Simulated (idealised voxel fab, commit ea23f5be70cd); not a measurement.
process module | voxel wiring stack
cross-section cut | 165 nm wide | cells 5 nm
A cross-section is a grid of square cells, given in bands from the top down. A band is one or more rows of cells.
Each band's line starts with the height of the band's top and of its bottom, in nm. Then come its materials from left to right, each with its width in nm. One material with "throughout" fills the band from edge to edge. "air" is empty space.
Height 0 is the level under which the wafer as received is all one material. The lowest band goes on downwards, as in "0 down".
A width such as "30 to 40" changes by the same amount from each row of cells to the next, from the band's top row to its bottom row.
"no change" after a step means that no cell of the cross-section changed.
closed voids: empty space of 8 cells or more with no open way to the top, each as width x height at its distance from the left edge, in nm
after a step's settings: what the simulator itself notes on the step
overlay nm, on a step with a mask: how far to the right of its planned place the mask lay; to the left if negative
plan
1 op RECEIVE | material Si
2 op CONFORMAL_DEP | material SiO2 | thk nm 15
3 op CONFORMAL_DEP | material SiCN | thk nm 5
4 op DIRECTIONAL_DEP | material SiO2 | thk nm 20
5 op PATTERN | tone open | mask id METAL_1 | material resist | width nm 25 | pitch nm 50 | thk nm 20 | overlay nm 0
6 op DIRECTIONAL_ETCH | etch materials SiO2 | depth nm 20
7 op DIRECTIONAL_ETCH | etch materials SiCN | depth nm 5
8 op STRIP | etch materials resist
9 op CONFORMAL_DEP | material TiN | thk nm 5
10 op FILL_DEP | material Cu | thk nm 10
11 op CMP | height nm 40
12 op EPI | material Ru | thk nm 5
13 op FILL_DEP | material SiCN | thk nm 5
14 op DIRECTIONAL_DEP | material SiO2 | thk nm 15
15 op DIRECTIONAL_DEP | material aC | thk nm 10
16 op PATTERN | tone open | mask id PLUG_1 | material resist | width nm 15 | thk nm 25 | overlay nm 0
17 op DIRECTIONAL_ETCH | etch materials aC | depth nm 10
18 op STRIP | etch materials resist
19 op DIRECTIONAL_ETCH | etch materials SiO2 | depth nm 15
20 op DIRECTIONAL_ETCH | etch materials SiCN | depth nm 5
21 op STRIP | etch materials aC
22 op CONFORMAL_DEP | material TiN | thk nm 5
23 op FILL_DEP | material Cu | thk nm 5
24 op CMP | height nm 65
25 op DIRECTIONAL_DEP | material TiN | thk nm 5
26 op DIRECTIONAL_DEP | material W | thk nm 15
27 op MASKED_ETCH | tone cover | mask id METAL_2 | width nm 25 | pitch nm 50 | etch materials W | depth nm 15 | overlay nm 0
28 op MASKED_ETCH | tone cover | mask id METAL_2 | width nm 25 | pitch nm 50 | etch materials TiN | depth nm 5 | overlay nm 0
29 op FILL_DEP | material lowk | thk nm 10
30 op CMP | height nm 85
31 op CONFORMAL_DEP | material SiCN | thk nm 5
32 op DIRECTIONAL_DEP | material lowk | thk nm 25
33 op DIRECTIONAL_DEP | material aC | thk nm 10
34 op PATTERN | tone open | mask id METAL_3_HOLES | material resist | width nm 15 | thk nm 30 | overlay nm 0
35 op DIRECTIONAL_ETCH | etch materials aC | depth nm 10
36 op STRIP | etch materials resist
37 op DIRECTIONAL_ETCH | etch materials lowk | depth nm 25
38 op STRIP | etch materials aC
39 op MASKED_ETCH | tone open | mask id METAL_3 | width nm 25 | pitch nm 50 | etch materials lowk | depth nm 15 | overlay nm 0
40 op MASKED_ETCH | tone open | mask id METAL_3 | width nm 25 | pitch nm 50 | etch materials SiCN | depth nm 5 | overlay nm 0
41 op CONFORMAL_DEP | material TiN | thk nm 5
42 op FILL_DEP | material Ru | thk nm 5
43 op CMP | height nm 115
44 op CONFORMAL_DEP | material SiCN | thk nm 5
45 op DIRECTIONAL_DEP | material SiO2 | thk nm 30
46 op DIRECTIONAL_DEP | material aC | thk nm 15
47 op PATTERN | tone open | mask id METAL_4_HOLES | material resist | width nm 15 | pitch nm 50 | thk nm 30 | overlay nm 0
48 op DIRECTIONAL_ETCH | etch materials aC | depth nm 15
49 op STRIP | etch materials resist
50 op DIRECTIONAL_ETCH | etch materials SiO2 | depth nm 30
51 op STRIP | etch materials aC
52 op DIRECTIONAL_DEP | material aC | thk nm 15
53 op PATTERN | tone open | mask id METAL_4 | material resist | width nm 25 | pitch nm 50 | thk nm 30 | overlay nm 0
54 op DIRECTIONAL_ETCH | etch materials aC | depth nm 15
55 op STRIP | etch materials resist
56 op DIRECTIONAL_ETCH | etch materials SiO2 | depth nm 15
57 op DIRECTIONAL_ETCH | etch materials SiCN | depth nm 5
58 op STRIP | etch materials aC
59 op CONFORMAL_DEP | material TiN | thk nm 5
60 op FILL_DEP | material Cu | thk nm 5
61 op CMP | height nm 150
62 op CONFORMAL_DEP | material SiN | thk nm 5
as received, after step 1
  0 down: Si throughout
  closed voids: none
first wafer at the end, as planned
  155 to 150: SiN throughout
  150 to 140: SiO2 45 | TiN 5 | Cu 15 | TiN 5 | SiO2 25 | TiN 5 | Cu 15 | TiN 5 | SiO2 45
  140 to 135: SiO2 45 | TiN 5 | Cu 5 | TiN 15 | SiO2 25 | TiN 5 | Cu 5 | TiN 15 | SiO2 45
  135 to 120: SiO2 45 | TiN 5 | Cu 5 | TiN 5 | SiO2 35 | TiN 5 | Cu 5 | TiN 5 | SiO2 55
  120 to 115: SiCN 45 | TiN 15 | SiCN 35 | TiN 15 | SiCN 55
  115 to 105: lowk 45 | TiN 5 | Ru 15 | TiN 5 | lowk 25 | TiN 5 | Ru 15 | TiN 5 | lowk 45
  105 to 100: lowk 45 | TiN 5 | Ru 5 | TiN 15 | lowk 25 | TiN 25 | lowk 45
  100 to 90: lowk 45 | TiN 5 | Ru 5 | TiN 5 | lowk 105
  90 to 85: SiCN 45 | TiN 15 | SiCN 105
  85 to 70: lowk 45 | W 25 | lowk 25 | W 25 | lowk 45
  70 to 65: lowk 45 | TiN 25 | lowk 25 | TiN 25 | lowk 45
  65 to 50: SiO2 45 | TiN 5 | Cu 5 | TiN 5 | SiO2 105
  50 to 45: SiCN 45 | TiN 15 | SiCN 105
  45 to 40: SiCN 40 | Ru 35 | SiCN 15 | Ru 35 | SiCN 40
  40 to 20: SiO2 45 | TiN 5 | Cu 15 | TiN 5 | SiO2 25 | TiN 5 | Cu 15 | TiN 5 | SiO2 45
  20 to 15: SiCN 45 | TiN 25 | SiCN 25 | TiN 25 | SiCN 45
  15 to 0: SiO2 throughout
  0 down: Si throughout
  closed voids: none
second wafer at the end: like start, like plan, one mistake
  155 to 150: SiN throughout
  150 to 140: SiO2 45 | TiN 5 | Cu 15 | TiN 5 | SiO2 25 | TiN 5 | Cu 15 | TiN 5 | SiO2 45
  140 to 135: SiO2 45 | TiN 5 | Cu 5 | TiN 15 | SiO2 25 | TiN 5 | Cu 5 | TiN 15 | SiO2 45
  135 to 120: SiO2 45 | TiN 5 | Cu 5 | TiN 5 | SiO2 35 | TiN 5 | Cu 5 | TiN 5 | SiO2 55
  120 to 115: SiCN 45 | TiN 15 | SiCN 35 | TiN 15 | SiCN 55
  115 to 105: lowk 45 | TiN 5 | Ru 15 | TiN 5 | lowk 25 | TiN 5 | Ru 15 | TiN 5 | lowk 45
  105 to 100: lowk 45 | TiN 5 | Ru 5 | TiN 15 | lowk 25 | TiN 25 | lowk 45
  100 to 90: lowk 45 | TiN 5 | Ru 5 | TiN 5 | lowk 105
  90 to 85: SiCN 45 | TiN 15 | SiCN 105
  85 to 70: lowk 45 | W 25 | lowk 25 | W 25 | lowk 45
  70 to 65: lowk 45 | TiN 25 | lowk 25 | TiN 25 | lowk 45
  65 to 50: SiO2 45 | TiN 5 | Cu 5 | TiN 5 | SiO2 105
  50 to 45: SiCN 45 | TiN 15 | SiCN 105
  45 to 40: SiCN 30 | Ru 35 | SiCN 15 | Ru 35 | SiCN 50
  40 to 20: SiO2 35 | TiN 5 | Cu 15 | TiN 5 | SiO2 25 | TiN 5 | Cu 15 | TiN 5 | SiO2 55
  20 to 15: SiCN 35 | TiN 25 | SiCN 25 | TiN 25 | SiCN 55
  15 to 0: SiO2 throughout
  0 down: Si throughout
  closed voids: none
what went wrong: step 5 ran as: op PATTERN | tone open | mask id METAL_1 | material resist | width nm 25 | pitch nm 50 | thk nm 20 | overlay nm -10
at the end the second wafer has, in cells: as many of each material as the first, in other places
